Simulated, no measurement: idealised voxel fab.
process module | voxel transistor to metal
cross-section cut | 200 nm wide | cells 5 nm
A cross-section is a grid of square cells, given in bands from the top down. A band is one or more rows of cells.
Each band's line starts with the height of the band's top and of its bottom, in nm. Then come its materials from left to right, each with its width in nm. One material with "throughout" fills the band from edge to edge. "air" is empty space.
Height 0 is the level under which the wafer as received is all one material. The lowest band goes on downwards, as in "0 down".
A width such as "30 to 40" changes by the same amount from each row of cells to the next, from the band's top row to its bottom row.
"no change" after a step means that no cell of the cross-section changed.
closed voids: empty space of 8 cells or more with no open way to the top, each as width x height at its distance from the left edge, in nm
after a step's settings: what the simulator itself notes on the step
overlay nm, on a step with a mask: how far to the right of its planned place the mask lay; to the left if negative
plan
1 op RECEIVE | material Si
2 op OXIDIZE | depth nm 5
3 op CONFORMAL_DEP | material SiN | thk nm 15
4 op PATTERN | tone cover | mask id ACTIVE | material resist | width nm 125 | thk nm 15 | overlay nm 0
5 op DIRECTIONAL_ETCH | etch materials SiN | depth nm 15
6 op DIRECTIONAL_ETCH | etch materials SiO2 | depth nm 5
7 op DIRECTIONAL_ETCH | etch materials Si | depth nm 25
8 op STRIP | etch materials resist
9 op OXIDIZE | depth nm 5
10 op FILL_DEP | material SiO2 | thk nm 10
11 op CMP | height nm 5
12 op SELECTIVE_ETCH | etch materials SiO2 | depth nm 10
13 op STRIP | etch materials SiN
14 op SELECTIVE_ETCH | etch materials SiO2 | depth nm 5
15 op OXIDIZE | depth nm 5
16 op DIRECTIONAL_DEP | material polySi | thk nm 20
17 op DIRECTIONAL_DEP | material SiCN | thk nm 15
18 op PATTERN | tone cover | mask id GATE | material resist | width nm 35 | thk nm 15 | overlay nm 0
19 op DIRECTIONAL_ETCH | etch materials SiCN | depth nm 25
20 op DIRECTIONAL_ETCH | etch materials polySi | depth nm 30
21 op STRIP | etch materials resist
22 op CONFORMAL_DEP | material SiN | thk nm 10
23 op DIRECTIONAL_ETCH | etch materials SiN | depth nm 10
24 op DIRECTIONAL_ETCH | etch materials SiO2 | depth nm 5
25 op DIRECTIONAL_ETCH | etch materials Si | depth nm 10
26 op EPI | material SiGe | thk nm 10
27 op FILL_DEP | material SiO2 | thk nm 5
28 op CMP | height nm 15
29 op STRIP | etch materials polySi
30 op SELECTIVE_ETCH | etch materials SiO2 | depth nm 5
31 op CONFORMAL_DEP | material HfO2 | thk nm 5
32 op CONFORMAL_DEP | material TiN | thk nm 5
33 op FILL_DEP | material W | thk nm 10
34 op CMP | height nm 10
35 op DIRECTIONAL_DEP | material SiO2 | thk nm 10
36 op MASKED_ETCH | tone open | mask id CONTACT | width nm 15 | pitch nm 90 | etch materials SiO2 | depth nm 30 | overlay nm 0
37 op CONFORMAL_DEP | material TiN | thk nm 5
38 op FILL_DEP | material W | thk nm 10
39 op CMP | height nm 20
40 op CONFORMAL_DEP | material SiN | thk nm 5
41 op DIRECTIONAL_DEP | material SiO2 | thk nm 20
42 op PATTERN | tone open | mask id METAL_1 | material resist | width nm 15 | pitch nm 90 | thk nm 20 | overlay nm 0
43 op DIRECTIONAL_ETCH | etch materials SiO2 | depth nm 20
44 op DIRECTIONAL_ETCH | etch materials SiN | depth nm 5
45 op STRIP | etch materials resist
46 op CONFORMAL_DEP | material TiN | thk nm 5
47 op FILL_DEP | material Cu | thk nm 5
48 op CMP | height nm 45
49 op CONFORMAL_DEP | material SiN | thk nm 5
varied across the wafers: height nm of step 11. The plan shows the first wafer's value. All wafers start alike
first wafer as received, after step 1
  0 down: Si throughout
  closed voids: none
first wafer at the end, after step 49
  50 to 45: SiN throughout
  45 to 25: SiO2 45 | TiN 5 | Cu 5 | TiN 5 | SiO2 75 | TiN 5 | Cu 5 | TiN 5 | SiO2 50
  25 to 20: SiN 45 | TiN 15 | SiN 75 | TiN 15 | SiN 50
  20 to 10: SiO2 45 | TiN 5 | W 5 | TiN 5 | SiO2 75 | TiN 5 | W 5 | TiN 5 | SiO2 50
  10 to 0: SiO2 45 | TiN 5 | W 5 | TiN 5 | SiO2 10 | SiN 10 | HfO2 5 | TiN 5 | W 15 | TiN 5 | HfO2 5 | SiN 10 | SiO2 10 | TiN 5 | W 5 | TiN 5 | SiO2 50
  0 to -5: SiO2 45 | TiN 15 | SiGe 10 | SiN 10 | HfO2 5 | TiN 25 | HfO2 5 | SiN 10 | SiGe 10 | TiN 15 | SiO2 50
  -5 to -10: SiO2 30 | SiN 10 | SiGe 15 | TiN 5 | SiGe 10 | SiO2 5 | HfO2 45 | SiO2 5 | SiGe 10 | TiN 5 | SiGe 15 | SiN 10 | SiO2 35
  -10 to -15: SiO2 45 | SiGe 25 | Si 55 | SiGe 25 | SiO2 50
  -15 to -20: SiO2 40 | Si 5 | SiGe 25 | Si 55 | SiGe 25 | Si 5 | SiO2 45
  -20 to -35: SiO2 40 | Si 115 | SiO2 45
  -35 down: Si throughout
  closed voids: none
last wafer at the end
  50 to 45: SiN throughout
  45 to 25: SiO2 45 | TiN 5 | Cu 5 | TiN 5 | SiO2 75 | TiN 5 | Cu 5 | TiN 5 | SiO2 50
  25 to 20: SiN 45 | TiN 15 | SiN 75 | TiN 15 | SiN 50
  20 to 10: SiO2 45 | TiN 5 | W 5 | TiN 5 | SiO2 75 | TiN 5 | W 5 | TiN 5 | SiO2 50
  10 to 0: SiO2 30 | SiN 10 | SiO2 5 | TiN 5 | W 5 | TiN 5 | SiO2 10 | SiN 10 | HfO2 5 | TiN 5 | W 15 | TiN 5 | HfO2 5 | SiN 10 | SiO2 10 | TiN 5 | W 5 | TiN 5 | SiO2 5 | SiN 10 | SiO2 35
  0 to -5: SiO2 30 | SiN 10 | SiO2 5 | TiN 5 | W 5 | TiN 5 | SiGe 10 | SiN 10 | HfO2 5 | TiN 25 | HfO2 5 | SiN 10 | SiGe 10 | TiN 5 | W 5 | TiN 5 | SiO2 5 | SiN 10 | SiO2 35
  -5 to -10: SiO2 45 | TiN 15 | SiGe 10 | SiO2 5 | HfO2 45 | SiO2 5 | SiGe 10 | TiN 15 | SiO2 50
  -10 to -20: SiO2 40 | SiGe 30 | Si 55 | SiGe 30 | SiO2 45
  -20 to -35: SiO2 40 | Si 115 | SiO2 45
  -35 down: Si throughout
  closed voids: none
each wafer at the end: cells of each material gained (+) or lost (-) since it was received, then its closed voids
height nm 5 | +8 Cu | +15 HfO2 | -187 Si | +34 SiGe | +90 SiN | +371 SiO2 | +55 TiN | +14 W | closed voids: none
height nm 10 | +8 Cu | +15 HfO2 | -189 Si | +32 SiGe | +86 SiN | +375 SiO2 | +57 TiN | +16 W | closed voids: none
height nm 15 | +8 Cu | +15 HfO2 | -189 Si | +32 SiGe | +90 SiN | +371 SiO2 | +57 TiN | +16 W | closed voids: none
height nm 20 | +8 Cu | +15 HfO2 | -189 Si | +32 SiGe | +94 SiN | +367 SiO2 | +57 TiN | +16 W | closed voids: none
height nm 25 | +8 Cu | +15 HfO2 | -189 Si | +32 SiGe | +98 SiN | +363 SiO2 | +57 TiN | +16 W | closed voids: none
